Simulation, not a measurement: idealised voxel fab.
process module | voxel trench capacitor
cross-section cut | 285 nm wide | cells 5 nm
A cross-section is a grid of square cells, given in bands from the top down. A band is one or more rows of cells.
Each band's line starts with the height of the band's top and of its bottom, in nm. Then come its materials from left to right, each with its width in nm. One material with "throughout" fills the band from edge to edge. "air" is empty space.
Height 0 is the level under which the wafer as received is all one material. The lowest band goes on downwards, as in "0 down".
A width such as "30 to 40" changes by the same amount from each row of cells to the next, from the band's top row to its bottom row.
"no change" after a step means that no cell of the cross-section changed.
closed voids: empty space of 8 cells or more with no open way to the top, each as width x height at its distance from the left edge, in nm
after a step's settings: what the simulator itself notes on the step
overlay nm, on a step with a mask: how far to the right of its planned place the mask lay; to the left if negative
plan
1 op RECEIVE | material Si
2 op CONFORMAL_DEP | material SiN | thk nm 5
3 op DIRECTIONAL_DEP | material aC | thk nm 10
4 op PATTERN | tone open | mask id TRENCH | material resist | width nm 25 | pitch nm 40 | thk nm 30 | overlay nm 0
5 op DIRECTIONAL_ETCH | etch materials aC | depth nm 10
6 op STRIP | etch materials resist
7 op DIRECTIONAL_ETCH | etch materials SiN | depth nm 5
8 op DIRECTIONAL_ETCH | etch materials Si | depth nm 40
9 op STRIP | etch materials aC
10 op CONFORMAL_DEP | material Al2O3 | thk nm 5
11 op CONFORMAL_DEP | material TiN | thk nm 5
12 op FILL_DEP | material W | thk nm 10
13 op CMP | height nm 5
as received, after step 1
  0 down: Si throughout
  closed voids: none
first wafer at the end, as planned
  5 to 0: SiN 110 | Al2O3 5 | TiN 5 | W 5 | TiN 5 | Al2O3 5 | SiN 15 | Al2O3 5 | TiN 5 | W 5 | TiN 5 | Al2O3 5 | SiN 110
  0 to -30: Si 110 | Al2O3 5 | TiN 5 | W 5 | TiN 5 | Al2O3 5 | Si 15 | Al2O3 5 | TiN 5 | W 5 | TiN 5 | Al2O3 5 | Si 110
  -30 to -35: Si 110 | Al2O3 5 | TiN 15 | Al2O3 5 | Si 15 | Al2O3 5 | TiN 15 | Al2O3 5 | Si 110
  -35 to -40: Si 110 | Al2O3 25 | Si 15 | Al2O3 25 | Si 110
  -40 down: Si throughout
  closed voids: none
second wafer at the end: like start, like plan, one mistake
  5 to 0: SiN 100 | Al2O3 5 | TiN 5 | W 5 | TiN 5 | Al2O3 5 | SiN 15 | Al2O3 5 | TiN 5 | W 5 | TiN 5 | Al2O3 5 | SiN 120
  0 to -30: Si 100 | Al2O3 5 | TiN 5 | W 5 | TiN 5 | Al2O3 5 | Si 15 | Al2O3 5 | TiN 5 | W 5 | TiN 5 | Al2O3 5 | Si 120
  -30 to -35: Si 100 | Al2O3 5 | TiN 15 | Al2O3 5 | Si 15 | Al2O3 5 | TiN 15 | Al2O3 5 | Si 120
  -35 to -40: Si 100 | Al2O3 25 | Si 15 | Al2O3 25 | Si 120
  -40 down: Si throughout
  closed voids: none
what went wrong: step 4 ran as: op PATTERN | tone open | mask id TRENCH | material resist | width nm 25 | pitch nm 40 | thk nm 30 | overlay nm -10
at the end the second wafer has, in cells: as many of each material as the first, in other places
